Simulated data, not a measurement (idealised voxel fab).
Process module heading - voxel local oxidation
It is cross-section cut that appears here, measuring 175 nm in width, its square cells being 5 nm in size.
A cross-section is written here as square cells arranged in a grid, and it is given in bands from the top down, each band taking up one or more rows of cells. Top, bottom (nm), then materials left to right with widths (nm); lone material tagged "edge to edge" fills the whole band edge to edge; "empty" = empty space. Height 0 is the level under which the wafer as received is all one material. The lowest band goes on downwards, as in "0 and below". The notation "30..40" denotes a width that varies across the rows of cells in the band, beginning at the first number in the top row, finishing at the second number in the bottom row, and changing by an identical amount from each row to the next. You'll sometimes find "nothing altered" written for a step, and that's the way of saying that nowhere in the cross-section did a cell change during that step. "Enclosed internal voids": empty spaces of 8 cells or more with no open way to the top, each given as width x height at distance, distance from the left edge, all in nm. Text after the settings on a step's line: the simulator's own remark on that step. The line of a step may include "overlay nm". On a step with a mask, this value is how far to the right of its planned place the mask lay. A negative value means the mask lay to the left.
**Intended process steps**
| 1 | RECEIVE [material Si] |
| 2 | OXIDIZE [depth nm 5] |
| 3 | CONFORMAL_DEP [material SiN] [thk nm 15] |
| 4 | PATTERN [tone cover] [mask id ACTIVE] [material resist] [width nm 95] [thk nm 20] [overlay nm 0] |
| 5 | DIRECTIONAL_ETCH [etch materials SiN] [depth nm 15] |
| 6 | STRIP [etch materials resist] |
| 7 | SELECTIVE_ETCH [etch materials SiO2] [depth nm 5] |
| 8 | OXIDIZE [depth nm 15] |
| 9 | STRIP [etch materials SiN] |
**Cross-section of the wafer at receipt, which is the condition after step 1**
	0 and below = Si edge to edge
	Enclosed internal voids: none
**Cross-section: first of two wafers, module finished, run according to plan**
	0 down to -5 = 45 empty  85 SiO2  45 empty
	-5 down to -20 = 60 SiO2  55 Si  60 SiO2
	-20 and below = Si edge to edge
	Enclosed internal voids: none
**Cross-section of the latter of the two wafers at module completion. It had an identical start and an identical plan to the former; in running it, one mistake was made**
	10 down to -5 = SiO2 edge to edge
	-5 and below = Si edge to edge
	Enclosed internal voids: none
What went wrong in running the wafer? note that step 3 departed from the planned setting and was carried out as CONFORMAL_DEP [material SiO2] [thk nm 15]
Cell-count delta at end, second wafer over first, by material: Si: 72 more | SiO2: 16 more
